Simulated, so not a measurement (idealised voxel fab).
The process module that follows is named voxel self aligned contacts.
Each square cell in cross-section cut measures 5 nm, and the section as a whole is 300 nm wide.
A cross-section is written here as square cells arranged in a grid, and it is given in bands from the top down, each band taking up one or more rows of cells.
Band entry format. Leading values: height of top, height of bottom, nm. Remainder: materials in left-to-right order, each with its width in nm. Special words: "all across" on a single material, which then fills the band edge to edge; "empty", empty space.
Height datum 0, below which the as-received substrate wafer is one material. Lowest band open at the bottom, running downward: "top 0, no bottom".
The two numbers in a width such as "30->40" mark its ends across the band: the first belongs to the top row of cells, the second to the bottom row, and from each row to the next the width moves by the same amount.
Reading "nothing altered" for a step: not a cell of the cross-section changed in it.
In the "Closed void catalog" entry, you get each enclosed empty space of 8 cells or more, one with no open way to the top, written width x height at distance, distance from the left edge, in nm.
Step line, after settings: the simulator's comment on this step.
overlay nm, on a step with a mask: how far to the right of its planned place the mask lay; to the left if negative

[Below is the list of planned process steps]
1) op RECEIVE | material Si
2) op OXIDIZE | depth nm 5
3) op DIRECTIONAL_DEP | material polySi | thk nm 30
4) op DIRECTIONAL_DEP | material SiN | thk nm 15
5) op MASKED_ETCH | tone cover | mask id GATE | width nm 35 | pitch nm 65 | etch materials SiN | depth nm 15 | overlay nm 0
6) op MASKED_ETCH | tone cover | mask id GATE | width nm 35 | pitch nm 65 | etch materials polySi | depth nm 30 | overlay nm 0
7) op CONFORMAL_DEP | material SiN | thk nm 5
8) op DIRECTIONAL_ETCH | etch materials SiN | depth nm 5
9) op FILL_DEP | material SiO2 | thk nm 10
10) op CMP | height nm 50
11) op DIRECTIONAL_DEP | material aC | thk nm 10
12) op PATTERN | tone open | mask id CONTACT | material resist | width nm 40 | thk nm 25 | overlay nm 0
13) op DIRECTIONAL_ETCH | etch materials aC | depth nm 10
14) op STRIP | etch materials resist
15) op DIRECTIONAL_ETCH | etch materials SiO2 | depth nm 55
16) op STRIP | etch materials aC
17) op CONFORMAL_DEP | material TiN | thk nm 5
18) op FILL_DEP | material W | thk nm 10
19) op CMP | height nm 50
20) op CONFORMAL_DEP | material SiN | thk nm 5

[Wafer cross-section on receipt, i.e. after step 1]
	top 0, no bottom  Si all across
	Closed void catalog: none

[Same starting wafer, same plan as above, one mistake in the execution; this is the cross-section at the end of the module]
	top 55, bottom 50  SiN all across
	top 50, bottom 45  130 of SiO2 | 5 of TiN | 10 of W | 25 of TiN | 130 of SiO2
	top 45, bottom 35  85 of SiO2 | 45 of SiN | 5 of TiN | 10 of W | 5 of TiN | 45 of SiN | 105 of SiO2
	top 35, bottom 30  85 of SiO2 | 45 of SiN | 20 of TiN | 45 of SiN | 105 of SiO2
	top 30, bottom 0  85 of SiO2 | 5 of SiN | 45 of polySi | 5 of SiN | 10 of TiN | 5 of SiN | 45 of polySi | 5 of SiN | 95 of SiO2
	top 0, bottom -5  140 of SiO2 | 10 of TiN | 150 of SiO2
	top -5, no bottom  Si all across
	Closed void catalog: none
Here's what went sideways: step 5, actual vs plan mismatch, actual run op MASKED_ETCH | tone cover | mask id GATE | width nm 35 | pitch nm 65 | etch materials SiN | depth nm 15 | overlay nm -10
